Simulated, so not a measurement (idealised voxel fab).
Presented below is a process module, voxel released beams.
Shown is cross-section cut, with a width of 195 nm and square cells of size 5 nm.
Throughout this document, each cross-section is represented as a grid of square cells and is presented as a sequence of bands enumerated from the top downward, where a band comprises one or more rows of cells.
The entry gives the band's vertical extent as a top height and a bottom height in nm, then its horizontal make-up as materials from left to right, each with a width in nm. "empty" stands for empty space; a single material marked "everywhere" fills the band edge to edge.
Below 0: as-received wafer, all one material; heights counted from there. Lowest band: no bottom, goes on down, written "0 nm and below".
With a width like "30 to 40", each row of cells in the band differs from the next by the same amount, the top row carrying the first number and the bottom row the second.
Where the words "same as before" appear for a step, the cross-section shows no cell changed by that step; every cell remained as before.
"Voids, enclosed" - sealed voids, min. 8 cells, no opening to top; format: width x height at distance (distance from left edge; nm throughout).
Past the settings on a step's line: simulator remark, on that step.
overlay nm: mask right of planned place by this much (step with mask). Neg. = left.

## Planned step list for the process
1,RECEIVE (material Si)
2,CONFORMAL_DEP (material SiN; thk nm 5)
3,DIRECTIONAL_DEP (material SiO2; thk nm 10)
4,DIRECTIONAL_DEP (material aC; thk nm 10)
5,PATTERN (tone open; mask id ANCHOR; material resist; width nm 40; thk nm 30; overlay nm 0)
6,DIRECTIONAL_ETCH (etch materials aC; depth nm 10)
7,STRIP (etch materials resist)
8,DIRECTIONAL_ETCH (etch materials SiO2; depth nm 10)
9,STRIP (etch materials aC)
10,CONFORMAL_DEP (material W; thk nm 15)
11,MASKED_ETCH (tone cover; mask id BEAM; width nm 110; etch materials W; depth nm 15; overlay nm 0)
12,STRIP (etch materials SiO2)

## Here's what the wafer looked like in cross-section when it arrived - that's after step 1
> 0 nm and below: Si everywhere
> Voids, enclosed: none

## Here's the cross-section of the first of our two wafers at the end of the module - it ran as planned
> 30 nm to 20 nm: empty 40 nm, W 20 nm, empty 10 nm, W 80 nm, empty 45 nm
> 20 nm to 15 nm: empty 40 nm, W 110 nm, empty 45 nm
> 15 nm to 5 nm: empty 45 nm, W 40 nm, empty 110 nm
> 5 nm to 0 nm: SiN everywhere
> 0 nm and below: Si everywhere
> Voids, enclosed: none

## Second wafer through the module, sectioned at the end: same beginning and same plan as the first wafer, with one mistake in carrying it out
> 30 nm to 15 nm: empty 40 nm, W 110 nm, empty 45 nm
> 15 nm to 0 nm: SiN everywhere
> 0 nm and below: Si everywhere
> Voids, enclosed: none
The mistake made against the process plan was this: off-plan run, step 3, actual operation and settings DIRECTIONAL_DEP (material SiN; thk nm 10)
Once processing is complete, comparing cell counts shows that the second wafer has more or fewer of certain materials than the first: SiN: 78 more | W: 12 fewer
